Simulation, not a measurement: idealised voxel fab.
Process module in this document: voxel transistor to metal
Cross-section cut spans 190 nm and uses square cells 5 nm in size.
How to read a cross-section here: the picture is a grid of square cells, written as bands going from the top down, and any band can span one or more rows of cells.
Read a band's entry like this: the first values are the height of its top and the height of its bottom in nm, and what follows is the sequence of materials from left to right, each with its width in nm. Note that "empty" is empty space, and that a single material marked "throughout" reaches across the band from edge to edge.
Heights are reckoned from 0. Under this level, the received wafer is all of one material. The bottommost band is open-ended downward, for example "0..down".
Width spec "30->40" -> top row of cells at first value, bottom row at second value, equal per-row change in between.
"nothing altered" after a step means that no cell of the cross-section changed.
Enclosed voids (no open way to top), threshold 8 cells or more, entry "Non-vented voids", notation width x height at distance, distance from left edge, nm.
Note: text after step settings on the step line = simulator remark on that step.
A step's line can hold "overlay nm"; with a mask on that step, the setting says how far right of the planned place the mask lay, while a negative setting says it lay to the left.
## The planned process steps are enumerated hereunder
1) RECEIVE, material Si
2) OXIDIZE, depth nm 5
3) CONFORMAL_DEP, material SiN, thk nm 10
4) PATTERN, tone cover, mask id ACTIVE, material resist, width nm 120, thk nm 20, overlay nm -15
5) DIRECTIONAL_ETCH, etch materials SiN, depth nm 10
6) DIRECTIONAL_ETCH, etch materials SiO2, depth nm 5
7) DIRECTIONAL_ETCH, etch materials Si, depth nm 20
8) STRIP, etch materials resist
9) FILL_DEP, material SiO2, thk nm 15
10) CMP, height nm 10
11) SELECTIVE_ETCH, etch materials SiO2, depth nm 5
12) STRIP, etch materials SiN
13) SELECTIVE_ETCH, etch materials SiO2, depth nm 5
14) OXIDIZE, depth nm 5
15) DIRECTIONAL_DEP, material polySi, thk nm 20
16) DIRECTIONAL_DEP, material SiCN, thk nm 10
17) DIRECTIONAL_DEP, material aC, thk nm 15
18) PATTERN, tone cover, mask id GATE, material resist, width nm 30, thk nm 30, overlay nm 0
19) DIRECTIONAL_ETCH, etch materials aC, depth nm 15
20) STRIP, etch materials resist
21) DIRECTIONAL_ETCH, etch materials SiCN, depth nm 20
22) DIRECTIONAL_ETCH, etch materials polySi, depth nm 30
23) STRIP, etch materials aC
24) CONFORMAL_DEP, material SiN, thk nm 5
25) DIRECTIONAL_ETCH, etch materials SiN, depth nm 5
26) DIRECTIONAL_ETCH, etch materials SiO2, depth nm 5
27) DIRECTIONAL_ETCH, etch materials Si, depth nm 10
28) EPI, material pSi, thk nm 10
29) FILL_DEP, material SiO2, thk nm 5
30) CMP, height nm 15
31) STRIP, etch materials polySi
32) SELECTIVE_ETCH, etch materials SiO2, depth nm 5
33) CONFORMAL_DEP, material HfO2, thk nm 5
34) CONFORMAL_DEP, material TiN, thk nm 5
35) FILL_DEP, material W, thk nm 5
36) CMP, height nm 10
37) DIRECTIONAL_DEP, material SiO2, thk nm 10
38) PATTERN, tone open, mask id CONTACT, material resist, width nm 15, pitch nm 85, thk nm 20, overlay nm 0
39) DIRECTIONAL_ETCH, etch materials SiO2, depth nm 30
40) STRIP, etch materials resist
41) CONFORMAL_DEP, material TiN, thk nm 5
42) FILL_DEP, material W, thk nm 5
43) CMP, height nm 20
44) CONFORMAL_DEP, material SiCN, thk nm 5
45) DIRECTIONAL_DEP, material SiO2, thk nm 15
46) PATTERN, tone open, mask id METAL_1, material resist, width nm 15, pitch nm 85, thk nm 20, overlay nm 0
47) DIRECTIONAL_ETCH, etch materials SiO2, depth nm 15
48) DIRECTIONAL_ETCH, etch materials SiCN, depth nm 5
49) STRIP, etch materials resist
50) CONFORMAL_DEP, material TiN, thk nm 5
51) FILL_DEP, material W, thk nm 5
52) CMP, height nm 40
53) CONFORMAL_DEP, material SiCN, thk nm 5
54) DIRECTIONAL_DEP, material lowk, thk nm 25
55) DIRECTIONAL_DEP, material aC, thk nm 15
56) PATTERN, tone open, mask id METAL_2, material resist, width nm 15, pitch nm 85, thk nm 30, overlay nm 0
57) DIRECTIONAL_ETCH, etch materials aC, depth nm 15
58) STRIP, etch materials resist
59) DIRECTIONAL_ETCH, etch materials lowk, depth nm 15
60) STRIP, etch materials aC
61) PATTERN, tone open, mask id METAL_2_HOLES, material resist, width nm 15, pitch nm 85, thk nm 20, overlay nm 0
62) DIRECTIONAL_ETCH, etch materials lowk, depth nm 10
63) DIRECTIONAL_ETCH, etch materials SiCN, depth nm 5
64) STRIP, etch materials resist
65) CONFORMAL_DEP, material TiN, thk nm 5
66) FILL_DEP, material Cu, thk nm 10
67) CMP, height nm 70
68) CONFORMAL_DEP, material SiN, thk nm 5
All wafers enter the flow in the same state. The overlay nm at step 4 differs from wafer to wafer, and the plan gives the value for the first wafer.
## Incoming state of the first of several wafers in cross-section: after step 1
- 0..down = Si throughout
- Non-vented voids: none
## Wafer cross-section (first of several) - module end, post step 68 (last step)
- 75..70 = SiN throughout
- 70..45 = lowk=45, then TiN=5, then Cu=5, then TiN=5, then lowk=70, then TiN=5, then Cu=5, then TiN=5, then lowk=45
- 45..40 = SiCN=45, then TiN=15, then SiCN=70, then TiN=15, then SiCN=45
- 40..25 = SiO2=45, then TiN=5, then W=5, then TiN=5, then SiO2=70, then TiN=5, then W=5, then TiN=5, then SiO2=45
- 25..20 = SiCN=45, then TiN=15, then SiCN=70, then TiN=15, then SiCN=45
- 20..10 = SiO2=45, then TiN=5, then W=5, then TiN=5, then SiO2=70, then TiN=5, then W=5, then TiN=5, then SiO2=45
- 10..5 = SiO2=45, then TiN=5, then W=5, then TiN=5, then SiO2=15, then SiN=5, then HfO2=5, then TiN=5, then W=10, then TiN=5, then HfO2=5, then SiN=5, then SiO2=15, then TiN=5, then W=5, then TiN=5, then SiO2=45
- 5..0 = SiO2=45, then TiN=5, then W=5, then TiN=5, then SiO2=15, then SiN=5, then HfO2=5, then TiN=5, then W=10, then TiN=5, then HfO2=5, then SiN=5, then SiO2=15, then TiN=15, then SiO2=45
- 0..-5 = SiO2=15, then SiN=5, then SiO2=25, then TiN=5, then W=5, then TiN=5, then SiO2=5, then pSi=10, then SiN=5, then HfO2=5, then TiN=20, then HfO2=5, then SiN=5, then pSi=10, then SiO2=5, then TiN=10, then SiN=5, then SiO2=45
- -5..-10 = SiO2=45, then TiN=15, then SiO2=5, then pSi=10, then HfO2=40, then pSi=10, then SiO2=5, then TiN=10, then SiO2=50
- -10..-20 = SiO2=20, then pSi=55, then Si=40, then pSi=25, then SiO2=50
- -20..-25 = SiO2=20, then Si=120, then SiO2=50
- -25..down = Si throughout
- Non-vented voids: none
## X-section, last wafer, module end
- 75..70 = SiN throughout
- 70..45 = lowk=45, then TiN=5, then Cu=5, then TiN=5, then lowk=70, then TiN=5, then Cu=5, then TiN=5, then lowk=45
- 45..40 = SiCN=45, then TiN=15, then SiCN=70, then TiN=15, then SiCN=45
- 40..25 = SiO2=45, then TiN=5, then W=5, then TiN=5, then SiO2=70, then TiN=5, then W=5, then TiN=5, then SiO2=45
- 25..20 = SiCN=45, then TiN=15, then SiCN=70, then TiN=15, then SiCN=45
- 20..10 = SiO2=45, then TiN=5, then W=5, then TiN=5, then SiO2=70, then TiN=5, then W=5, then TiN=5, then SiO2=45
- 10..5 = SiO2=45, then TiN=5, then W=5, then TiN=5, then SiO2=15, then SiN=5, then HfO2=5, then TiN=5, then W=10, then TiN=5, then HfO2=5, then SiN=5, then SiO2=15, then TiN=5, then W=5, then TiN=5, then SiO2=45
- 5..0 = SiO2=45, then TiN=15, then SiO2=15, then SiN=5, then HfO2=5, then TiN=5, then W=10, then TiN=5, then HfO2=5, then SiN=5, then SiO2=15, then TiN=5, then W=5, then TiN=5, then SiO2=45
- 0..-5 = SiO2=45, then SiN=5, then TiN=10, then SiO2=5, then pSi=10, then SiN=5, then HfO2=5, then TiN=20, then HfO2=5, then SiN=5, then pSi=10, then SiO2=5, then TiN=5, then W=5, then TiN=5, then SiO2=25, then SiN=5, then SiO2=15
- -5..-10 = SiO2=50, then TiN=10, then SiO2=5, then pSi=10, then HfO2=40, then pSi=10, then SiO2=5, then TiN=15, then SiO2=45
- -10..-20 = SiO2=50, then pSi=25, then Si=40, then pSi=55, then SiO2=20
- -20..-25 = SiO2=50, then Si=120, then SiO2=20
- -25..down = Si throughout
- Non-vented voids: none
## each wafer at the end: cells of each material gained (+) or lost (-) since it was received, then its closed voids
overlay nm -15 | +10 Cu | +14 HfO2 | -150 Si | +64 SiCN | +46 SiN | +290 SiO2 | +78 TiN | +18 W | +160 lowk | +40 pSi | Non-vented voids: none
overlay nm -10 | +10 Cu | +14 HfO2 | -150 Si | +64 SiCN | +46 SiN | +288 SiO2 | +78 TiN | +20 W | +160 lowk | +40 pSi | Non-vented voids: none
overlay nm -5 | +10 Cu | +14 HfO2 | -150 Si | +64 SiCN | +46 SiN | +288 SiO2 | +78 TiN | +20 W | +160 lowk | +40 pSi | Non-vented voids: none
overlay nm 0 | +10 Cu | +14 HfO2 | -150 Si | +64 SiCN | +46 SiN | +288 SiO2 | +78 TiN | +20 W | +160 lowk | +40 pSi | Non-vented voids: none
overlay nm 5 | +10 Cu | +14 HfO2 | -150 Si | +64 SiCN | +46 SiN | +288 SiO2 | +78 TiN | +20 W | +160 lowk | +40 pSi | Non-vented voids: none
overlay nm 10 | +10 Cu | +14 HfO2 | -150 Si | +64 SiCN | +46 SiN | +288 SiO2 | +78 TiN | +20 W | +160 lowk | +40 pSi | Non-vented voids: none
overlay nm 15 | +10 Cu | +14 HfO2 | -150 Si | +64 SiCN | +46 SiN | +290 SiO2 | +78 TiN | +18 W | +160 lowk | +40 pSi | Non-vented voids: none
